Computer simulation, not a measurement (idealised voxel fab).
Presented below is a process module, voxel spacer lines.
Displayed cross-section: cut, width of 220 nm, square cells sized 5 nm.
Format of a cross-section: grid, square cells. Given as bands. Order: top down. Band: one or more rows of cells. The band entry comprises the height of the band's top followed by the height of its bottom, expressed in nm, and subsequently the band's materials from left to right, each stated together with its width in nm. Where a single material is marked with the word "full width", that material fills the band from edge to edge. The word "air" represents empty space. The level at which height equals 0 is the one under which the wafer, as it arrives, is entirely one material. No lower edge exists for the bottom band, which continues downward and is notated as in "0..down". The width entry "30->40" should be interpreted row by row: the top row of cells in the band takes the first number, the bottom row takes the second number, and the change between adjacent rows is uniform throughout. Take "remained unchanged" at face value: in the step it is given for, the cross-section changed in none of its cells. So "Voids, sealed" is basically the list of trapped voids: any empty space of 8 cells or more that can't reach the top through an opening. They're written width x height at distance, the distance being from the left edge, and it's all nm. The remark found on a step's line after its settings is issued by the simulator itself and pertains to that step. overlay nm: where the mask lay relative to plan, measured to the right, on steps with a mask; negatives go left.

**Listed below are the process steps as planned**
1: op RECEIVE | material Si
2: op CONFORMAL_DEP | material Al2O3 | thk nm 10
3: op DIRECTIONAL_DEP | material TiN | thk nm 15
4: op DIRECTIONAL_DEP | material polySi | thk nm 30
5: op PATTERN | tone cover | mask id MANDREL | material resist | width nm 25 | pitch nm 70 | thk nm 35 | overlay nm 0
6: op DIRECTIONAL_ETCH | etch materials polySi | depth nm 30
7: op STRIP | etch materials resist
8: op CONFORMAL_DEP | material SiO2 | thk nm 10
9: op DIRECTIONAL_ETCH | etch materials SiO2 | depth nm 10
10: op STRIP | etch materials polySi
11: op DIRECTIONAL_ETCH | etch materials TiN | depth nm 15
12: op STRIP | etch materials SiO2
13: op FILL_DEP | material SiO2 | thk nm 5
14: op CMP | height nm 25

**as received, after step 1**
* 0..down  Si full width
* Voids, sealed: none

**Look at the cross-section after the module: the wafer started out the way shown above and the plan was the one shown above, yet one mistake was made along the way**
* 25..10  SiO2 (40), TiN (10), SiO2 (25), TiN (10), SiO2 (25), TiN (10), SiO2 (25), TiN (10), SiO2 (65)
* 10..0  Al2O3 full width
* 0..down  Si full width
* Voids, sealed: none
The plan and the run diverged here: step 5 was processed under conditions differing from the plan, specifically as op PATTERN | tone cover | mask id MANDREL | material resist | width nm 25 | pitch nm 70 | thk nm 35 | overlay nm -10
